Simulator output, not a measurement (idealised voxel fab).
process module | voxel trench capacitor
cross-section cut | 260 nm wide | cells 5 nm
A cross-section is a grid of square cells, given in bands from the top down. A band is one or more rows of cells.
Each band's line starts with the height of the band's top and of its bottom, in nm. Then come its materials from left to right, each with its width in nm. One material with "throughout" fills the band from edge to edge. "air" is empty space.
Height 0 is the level under which the wafer as received is all one material. The lowest band goes on downwards, as in "0 down".
A width such as "30 to 40" changes by the same amount from each row of cells to the next, from the band's top row to its bottom row.
"no change" after a step means that no cell of the cross-section changed.
closed voids: empty space of 8 cells or more with no open way to the top, each as width x height at its distance from the left edge, in nm
after a step's settings: what the simulator itself notes on the step
overlay nm, on a step with a mask: how far to the right of its planned place the mask lay; to the left if negative
Each pair below shows a cross-section before one step and the cross-section after it, down to the lowest band that changed. The line under each pair gives the step between them, with its settings. The pairs can come from different runs of this module on the same starting wafer, so a pair continues from the pair above only where its "before" says so.
before
  20 to 15: TiN 30 | air 10 | TiN 45 | air 10 | TiN 45 | air 10 | TiN 45 | air 10 | TiN 55
  15 to 10: HfO2 25 | TiN 5 | air 10 | TiN 5 | HfO2 35 | TiN 5 | air 10 | TiN 5 | HfO2 35 | TiN 5 | air 10 | TiN 5 | HfO2 35 | TiN 5 | air 10 | TiN 5 | HfO2 50
  10 to 0: SiN 20 | HfO2 5 | TiN 5 | air 10 | TiN 5 | HfO2 5 | SiN 25 | HfO2 5 | TiN 5 | air 10 | TiN 5 | HfO2 5 | SiN 25 | HfO2 5 | TiN 5 | air 10 | TiN 5 | HfO2 5 | SiN 25 | HfO2 5 | TiN 5 | air 10 | TiN 5 | HfO2 5 | SiN 45
  0 to -20: Si 20 | HfO2 5 | TiN 5 | air 10 | TiN 5 | HfO2 5 | Si 25 | HfO2 5 | TiN 5 | air 10 | TiN 5 | HfO2 5 | Si 25 | HfO2 5 | TiN 5 | air 10 | TiN 5 | HfO2 5 | Si 25 | HfO2 5 | TiN 5 | air 10 | TiN 5 | HfO2 5 | Si 45
  -20 to -25: Si 20 | HfO2 5 | TiN 20 | HfO2 5 | Si 25 | HfO2 5 | TiN 20 | HfO2 5 | Si 25 | HfO2 5 | TiN 20 | HfO2 5 | Si 25 | HfO2 5 | TiN 20 | HfO2 5 | Si 45
  -25 to -30: Si 20 | HfO2 30 | Si 25 | HfO2 30 | Si 25 | HfO2 30 | Si 25 | HfO2 30 | Si 45
  -30 down: Si throughout
  closed voids: none
after
  30 to 20: W throughout
  20 to 15: TiN 30 | W 10 | TiN 45 | W 10 | TiN 45 | W 10 | TiN 45 | W 10 | TiN 55
  15 to 10: HfO2 25 | TiN 5 | W 10 | TiN 5 | HfO2 35 | TiN 5 | W 10 | TiN 5 | HfO2 35 | TiN 5 | W 10 | TiN 5 | HfO2 35 | TiN 5 | W 10 | TiN 5 | HfO2 50
  10 to 0: SiN 20 | HfO2 5 | TiN 5 | W 10 | TiN 5 | HfO2 5 | SiN 25 | HfO2 5 | TiN 5 | W 10 | TiN 5 | HfO2 5 | SiN 25 | HfO2 5 | TiN 5 | W 10 | TiN 5 | HfO2 5 | SiN 25 | HfO2 5 | TiN 5 | W 10 | TiN 5 | HfO2 5 | SiN 45
  0 to -20: Si 20 | HfO2 5 | TiN 5 | W 10 | TiN 5 | HfO2 5 | Si 25 | HfO2 5 | TiN 5 | W 10 | TiN 5 | HfO2 5 | Si 25 | HfO2 5 | TiN 5 | W 10 | TiN 5 | HfO2 5 | Si 25 | HfO2 5 | TiN 5 | W 10 | TiN 5 | HfO2 5 | Si 45
  below -20: unchanged
  closed voids: none
the step between: op FILL_DEP | material W | thk nm 10
before: the cross-section after the pair above
after
  10 to 0: SiN 20 | HfO2 5 | TiN 5 | W 10 | TiN 5 | HfO2 5 | SiN 25 | HfO2 5 | TiN 5 | W 10 | TiN 5 | HfO2 5 | SiN 25 | HfO2 5 | TiN 5 | W 10 | TiN 5 | HfO2 5 | SiN 25 | HfO2 5 | TiN 5 | W 10 | TiN 5 | HfO2 5 | SiN 45
  below 0: unchanged
  closed voids: none
the step between: op CMP | height nm 10
before
  0 down: Si throughout
  closed voids: none
after
  10 to 0: W throughout
  below 0: unchanged
  closed voids: none
the step between: op CONFORMAL_DEP | material W | thk nm 10
before: the cross-section after the pair above
after
  25 to 10: aC throughout
  below 10: unchanged
  closed voids: none
the step between: op DIRECTIONAL_DEP | material aC | thk nm 15
before: the cross-section after the pair above
after
  55 to 25: resist 30 | air 30 | resist 25 | air 30 | resist 25 | air 30 | resist 25 | air 30 | resist 35
  below 25: unchanged
  closed voids: none
the step between: op PATTERN | tone open | mask id TRENCH | material resist | width nm 30 | pitch nm 55 | thk nm 30 | overlay nm 0
before: the cross-section after the pair above
after
  40 to 25: resist 30 | air 30 | resist 25 | air 30 | resist 25 | air 30 | resist 25 | air 30 | resist 35
  25 to 10: aC 30 | air 30 | aC 25 | air 30 | aC 25 | air 30 | aC 25 | air 30 | aC 35
  below 10: unchanged
  closed voids: none
the step between: op DIRECTIONAL_ETCH | etch materials aC | depth nm 15
before: the cross-section after the pair above
after
  25 to 10: aC 30 | air 30 | aC 25 | air 30 | aC 25 | air 30 | aC 25 | air 30 | aC 35
  below 10: unchanged
  closed voids: none
the step between: op STRIP | etch materials resist
before: the cross-section after the pair above
after
  10 to 0: W throughout
  below 0: unchanged
  closed voids: none
the step between: op STRIP | etch materials aC
before: the cross-section after the pair above
after
  15 to 10: HfO2 throughout
  below 10: unchanged
  closed voids: none
the step between: op CONFORMAL_DEP | material HfO2 | thk nm 5
before: the cross-section after the pair above
after
  20 to 15: TiN throughout
  below 15: unchanged
  closed voids: none
the step between: op CONFORMAL_DEP | material TiN | thk nm 5
before: the cross-section after the pair above
after
  30 to 20: W throughout
  below 20: unchanged
  closed voids: none
the step between: op FILL_DEP | material W | thk nm 10
before: the cross-section after the pair above
after
  10 to 0: W throughout
  below 0: unchanged
  closed voids: none
the step between: op CMP | height nm 10
before
  25 to 10: aC throughout
  10 to 0: SiN throughout
  0 down: Si throughout
  closed voids: none
after
  55 to 25: air 30 | resist 30 | air 25 | resist 30 | air 25 | resist 30 | air 25 | resist 30 | air 35
  below 25: unchanged
  closed voids: none
the step between: op PATTERN | tone cover | mask id TRENCH | material resist | width nm 30 | pitch nm 55 | thk nm 30 | overlay nm 0
before: the cross-section after the pair above
after
  40 to 25: air 30 | resist 30 | air 25 | resist 30 | air 25 | resist 30 | air 25 | resist 30 | air 35
  25 to 10: air 30 | aC 30 | air 25 | aC 30 | air 25 | aC 30 | air 25 | aC 30 | air 35
  below 10: unchanged
  closed voids: none
the step between: op DIRECTIONAL_ETCH | etch materials aC | depth nm 15
before: the cross-section after the pair above
after
  25 to 10: air 30 | aC 30 | air 25 | aC 30 | air 25 | aC 30 | air 25 | aC 30 | air 35
  below 10: unchanged
  closed voids: none
the step between: op STRIP | etch materials resist
before: the cross-section after the pair above
after
  25 to 10: air 30 | aC 30 | air 25 | aC 30 | air 25 | aC 30 | air 25 | aC 30 | air 35
  10 to 0: air 30 | SiN 30 | air 25 | SiN 30 | air 25 | SiN 30 | air 25 | SiN 30 | air 35
  below 0: unchanged
  closed voids: none
the step between: op DIRECTIONAL_ETCH | etch materials SiN | depth nm 10
before: the cross-section after the pair above
after
  25 to 10: air 30 | aC 30 | air 25 | aC 30 | air 25 | aC 30 | air 25 | aC 30 | air 35
  10 to 0: air 30 | SiN 30 | air 25 | SiN 30 | air 25 | SiN 30 | air 25 | SiN 30 | air 35
  0 to -30: air 30 | Si 30 | air 25 | Si 30 | air 25 | Si 30 | air 25 | Si 30 | air 35
  below -30: unchanged
  closed voids: none
the step between: op DIRECTIONAL_ETCH | etch materials Si | depth nm 30
before: the cross-section after the pair above
after
  10 to 0: air 30 | SiN 30 | air 25 | SiN 30 | air 25 | SiN 30 | air 25 | SiN 30 | air 35
  below 0: unchanged
  closed voids: none
the step between: op STRIP | etch materials aC
before: the cross-section after the pair above
after
  15 to 10: air 25 | HfO2 40 | air 15 | HfO2 40 | air 15 | HfO2 40 | air 15 | HfO2 40 | air 30
  10 to 0: air 25 | HfO2 5 | SiN 30 | HfO2 5 | air 15 | HfO2 5 | SiN 30 | HfO2 5 | air 15 | HfO2 5 | SiN 30 | HfO2 5 | air 15 | HfO2 5 | SiN 30 | HfO2 5 | air 30
  0 to -25: air 25 | HfO2 5 | Si 30 | HfO2 5 | air 15 | HfO2 5 | Si 30 | HfO2 5 | air 15 | HfO2 5 | Si 30 | HfO2 5 | air 15 | HfO2 5 | Si 30 | HfO2 5 | air 30
  -25 to -30: HfO2 30 | Si 30 | HfO2 25 | Si 30 | HfO2 25 | Si 30 | HfO2 25 | Si 30 | HfO2 35
  below -30: unchanged
  closed voids: none
the step between: op CONFORMAL_DEP | material HfO2 | thk nm 5
before: the cross-section after the pair above
after
  20 to 15: air 20 | TiN 50 | air 5 | TiN 50 | air 5 | TiN 50 | air 5 | TiN 50 | air 25
  15 to 10: air 20 | TiN 5 | HfO2 40 | TiN 5 | air 5 | TiN 5 | HfO2 40 | TiN 5 | air 5 | TiN 5 | HfO2 40 | TiN 5 | air 5 | TiN 5 | HfO2 40 | TiN 5 | air 25
  10 to 0: air 20 | TiN 5 | HfO2 5 | SiN 30 | HfO2 5 | TiN 5 | air 5 | TiN 5 | HfO2 5 | SiN 30 | HfO2 5 | TiN 5 | air 5 | TiN 5 | HfO2 5 | SiN 30 | HfO2 5 | TiN 5 | air 5 | TiN 5 | HfO2 5 | SiN 30 | HfO2 5 | TiN 5 | air 25
  0 to -20: air 20 | TiN 5 | HfO2 5 | Si 30 | HfO2 5 | TiN 5 | air 5 | TiN 5 | HfO2 5 | Si 30 | HfO2 5 | TiN 5 | air 5 | TiN 5 | HfO2 5 | Si 30 | HfO2 5 | TiN 5 | air 5 | TiN 5 | HfO2 5 | Si 30 | HfO2 5 | TiN 5 | air 25
  -20 to -25: TiN 25 | HfO2 5 | Si 30 | HfO2 5 | TiN 15 | HfO2 5 | Si 30 | HfO2 5 | TiN 15 | HfO2 5 | Si 30 | HfO2 5 | TiN 15 | HfO2 5 | Si 30 | HfO2 5 | TiN 30
  below -25: unchanged
  closed voids: none
the step between: op CONFORMAL_DEP | material TiN | thk nm 5
before: the cross-section after the pair above
after
  30 to 20: W throughout
  20 to 15: W 20 | TiN 50 | W 5 | TiN 50 | W 5 | TiN 50 | W 5 | TiN 50 | W 25
  15 to 10: W 20 | TiN 5 | HfO2 40 | TiN 5 | W 5 | TiN 5 | HfO2 40 | TiN 5 | W 5 | TiN 5 | HfO2 40 | TiN 5 | W 5 | TiN 5 | HfO2 40 | TiN 5 | W 25
  10 to 0: W 20 | TiN 5 | HfO2 5 | SiN 30 | HfO2 5 | TiN 5 | W 5 | TiN 5 | HfO2 5 | SiN 30 | HfO2 5 | TiN 5 | W 5 | TiN 5 | HfO2 5 | SiN 30 | HfO2 5 | TiN 5 | W 5 | TiN 5 | HfO2 5 | SiN 30 | HfO2 5 | TiN 5 | W 25
  0 to -20: W 20 | TiN 5 | HfO2 5 | Si 30 | HfO2 5 | TiN 5 | W 5 | TiN 5 | HfO2 5 | Si 30 | HfO2 5 | TiN 5 | W 5 | TiN 5 | HfO2 5 | Si 30 | HfO2 5 | TiN 5 | W 5 | TiN 5 | HfO2 5 | Si 30 | HfO2 5 | TiN 5 | W 25
  below -20: unchanged
  closed voids: none
the step between: op FILL_DEP | material W | thk nm 10
before: the cross-section after the pair above
after
  10 to 0: W 20 | TiN 5 | HfO2 5 | SiN 30 | HfO2 5 | TiN 5 | W 5 | TiN 5 | HfO2 5 | SiN 30 | HfO2 5 | TiN 5 | W 5 | TiN 5 | HfO2 5 | SiN 30 | HfO2 5 | TiN 5 | W 5 | TiN 5 | HfO2 5 | SiN 30 | HfO2 5 | TiN 5 | W 25
  below 0: unchanged
  closed voids: none
the step between: op CMP | height nm 10
